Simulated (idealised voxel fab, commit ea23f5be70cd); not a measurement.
Process module, titled voxel gate over fins
The cross-section shown here is cut; it is 220 nm wide and divided into square cells measuring 5 nm on a side.
We lay out every cross-section as a grid of square cells and spell it out in bands from the top down, where one band means one or more rows of cells.
Top, bottom (nm), then materials left to right with widths (nm); lone material tagged "all across" fills the whole band edge to edge; "empty" = empty space.
The level at which height equals 0 is the one under which the wafer, as it arrives, is entirely one material. No lower edge exists for the bottom band, which continues downward and is notated as in "0..down".
With a width like "30..40", each row of cells in the band differs from the next by the same amount, the top row carrying the first number and the bottom row the second.
The cross-section has no changed cell in any step marked "nothing different".
Basically, "Tabulated closed voids" tells you about the enclosed voids: empty spaces with no open way to the top, 8 cells or bigger, each written width x height at distance, where distance is from the left edge, all in nm.
Where a step's line continues beyond its settings, the continuation is a remark by the simulator itself on that step.
When a step includes a mask, the "overlay nm" setting on its line states how far to the right of its planned place that mask lay, and negative values state how far to the left.

PROCESS STEPS (PLANNED)
1: RECEIVE,material Si
2: CONFORMAL_DEP,material SiN,thk nm 5
3: MASKED_ETCH,tone cover,mask id FINS,width nm 15,pitch nm 50,etch materials SiN,depth nm 5,overlay nm 0
4: MASKED_ETCH,tone cover,mask id FINS,width nm 15,pitch nm 50,etch materials Si,depth nm 40,overlay nm 0
5: FILL_DEP,material SiO2,thk nm 5
6: CMP,height nm 5
7: PATTERN,tone open,mask id RAIL,material resist,width nm 15,thk nm 15,overlay nm 0
8: DIRECTIONAL_ETCH,etch materials SiO2,depth nm 40
9: STRIP,etch materials resist
10: CONFORMAL_DEP,material TiN,thk nm 5
11: FILL_DEP,material Ru,thk nm 10
12: CMP,height nm 5
13: SELECTIVE_ETCH,etch materials W Ru TiN,depth nm 30
14: FILL_DEP,material SiO2,thk nm 5
15: CMP,height nm 5
16: SELECTIVE_ETCH,etch materials SiO2,depth nm 20
17: STRIP,etch materials SiN
18: CONFORMAL_DEP,material HfO2,thk nm 5
19: CONFORMAL_DEP,material TiN,thk nm 5
20: CONFORMAL_DEP,material TiAl,thk nm 5
21: CONFORMAL_DEP,material TiN,thk nm 5
22: FILL_DEP,material W,thk nm 15
23: CMP,height nm 30
24: CONFORMAL_DEP,material SiN,thk nm 5
Heads up: all these wafers start the same, and what changes between them is the width nm in step 4. The value you see in the plan is just what the first wafer got.

AS-RECEIVED STATE AFTER STEP 1, FIRST OF SEVERAL WAFERS, CROSS-SECTION
    0..down | Si all across
    Tabulated closed voids: none

FIRST WAFER OF SEVERAL, CROSS-SECTION, MODULE END, AFTER STEP 24 (LAST)
    35..30 | SiN all across
    30..20 | W all across
    20..15 | W (30) | TiN (155) | W (35)
    15..10 | W (30) | TiN (5) | TiAl (45) | TiN (5) | TiAl (45) | TiN (5) | TiAl (45) | TiN (5) | W (35)
    10..5 | W (30) | TiN (5) | TiAl (5) | TiN (35) | TiAl (5) | TiN (5) | TiAl (5) | TiN (35) | TiAl (5) | TiN (5) | TiAl (5) | TiN (35) | TiAl (5) | TiN (5) | W (35)
    5..0 | TiN (35) | TiAl (5) | TiN (5) | HfO2 (25) | TiN (5) | TiAl (5) | TiN (5) | TiAl (5) | TiN (5) | HfO2 (25) | TiN (5) | TiAl (5) | TiN (5) | TiAl (5) | TiN (5) | HfO2 (25) | TiN (5) | TiAl (5) | TiN (40)
    0..-5 | TiAl (40) | TiN (5) | HfO2 (5) | Si (15) | HfO2 (5) | TiN (5) | TiAl (15) | TiN (5) | HfO2 (5) | Si (15) | HfO2 (5) | TiN (5) | TiAl (15) | TiN (5) | HfO2 (5) | Si (15) | HfO2 (5) | TiN (5) | TiAl (45)
    -5..-10 | TiN (45) | HfO2 (5) | Si (15) | HfO2 (5) | TiN (25) | HfO2 (5) | Si (15) | HfO2 (5) | TiN (25) | HfO2 (5) | Si (15) | HfO2 (5) | TiN (50)
    -10..-15 | HfO2 (50) | Si (15) | HfO2 (35) | Si (15) | HfO2 (35) | Si (15) | HfO2 (55)
    -15..-25 | SiO2 (50) | Si (15) | SiO2 (35) | Si (15) | SiO2 (35) | Si (15) | SiO2 (55)
    -25..-30 | SiO2 (50) | Si (15) | SiO2 (10) | TiN (5) | Ru (5) | TiN (5) | SiO2 (10) | Si (15) | SiO2 (35) | Si (15) | SiO2 (55)
    -30..-35 | SiO2 (50) | Si (15) | SiO2 (10) | TiN (15) | SiO2 (10) | Si (15) | SiO2 (35) | Si (15) | SiO2 (55)
    -35..-40 | SiO2 (50) | Si (15) | SiO2 (35) | Si (15) | SiO2 (35) | Si (15) | SiO2 (55)
    -40..down | Si all across
    Tabulated closed voids: none

END OF MODULE, LAST WAFER SECTIONED
    35..30 | SiN all across
    30..20 | W all across
    20..15 | W (25) | TiN (170) | W (25)
    15..10 | W (25) | TiN (5) | TiAl (160) | TiN (5) | W (25)
    10..5 | W (25) | TiN (5) | TiAl (5) | TiN (150) | TiAl (5) | TiN (5) | W (25)
    5..0 | TiN (30) | TiAl (5) | TiN (5) | HfO2 (40) | TiN (10) | HfO2 (40) | TiN (10) | HfO2 (40) | TiN (5) | TiAl (5) | TiN (30)
    0..-5 | TiAl (35) | TiN (5) | HfO2 (5) | Si (30) | HfO2 (5) | TiN (10) | HfO2 (5) | Si (30) | HfO2 (5) | TiN (10) | HfO2 (5) | Si (30) | HfO2 (5) | TiN (5) | TiAl (35)
    -5..-10 | TiN (40) | HfO2 (5) | Si (30) | HfO2 (5) | TiN (10) | HfO2 (5) | Si (30) | HfO2 (5) | TiN (10) | HfO2 (5) | Si (30) | HfO2 (5) | TiN (40)
    -10..-15 | HfO2 (45) | Si (30) | HfO2 (20) | Si (30) | HfO2 (20) | Si (30) | HfO2 (45)
    -15..-25 | SiO2 (45) | Si (30) | SiO2 (20) | Si (30) | SiO2 (20) | Si (30) | SiO2 (45)
    -25..-30 | SiO2 (45) | Si (30) | TiN (5) | Ru (5) | TiN (5) | SiO2 (5) | Si (30) | SiO2 (20) | Si (30) | SiO2 (45)
    -30..-35 | SiO2 (45) | Si (30) | TiN (15) | SiO2 (5) | Si (30) | SiO2 (20) | Si (30) | SiO2 (45)
    -35..-40 | SiO2 (45) | Si (30) | SiO2 (20) | Si (30) | SiO2 (20) | Si (30) | SiO2 (45)
    -40..down | Si all across
    Tabulated closed voids: none

HEADS UP, THIS TABLE GOES WAFER BY WAFER. A ROW TELLS YOU, AT THE END OF THE MODULE, HOW MANY CELLS OF EACH MATERIAL THAT WAFER HAS PUT ON (+) OR DROPPED (-) SINCE IT WAS RECEIVED, AND THEN ITS CLOSED VOIDS
width nm 15 | +62 HfO2 | +1 Ru | -280 Si | +44 SiN | +169 SiO2 | +62 TiAl | +123 TiN | +127 W | Tabulated closed voids: none
width nm 20 | +62 HfO2 | +1 Ru | -256 Si | +44 SiN | +154 SiO2 | +62 TiAl | +117 TiN | +124 W | Tabulated closed voids: none
width nm 25 | +62 HfO2 | +1 Ru | -232 Si | +44 SiN | +139 SiO2 | +56 TiAl | +117 TiN | +121 W | Tabulated closed voids: none
width nm 30 | +62 HfO2 | +1 Ru | -208 Si | +44 SiN | +124 SiO2 | +50 TiAl | +117 TiN | +118 W | Tabulated closed voids: none
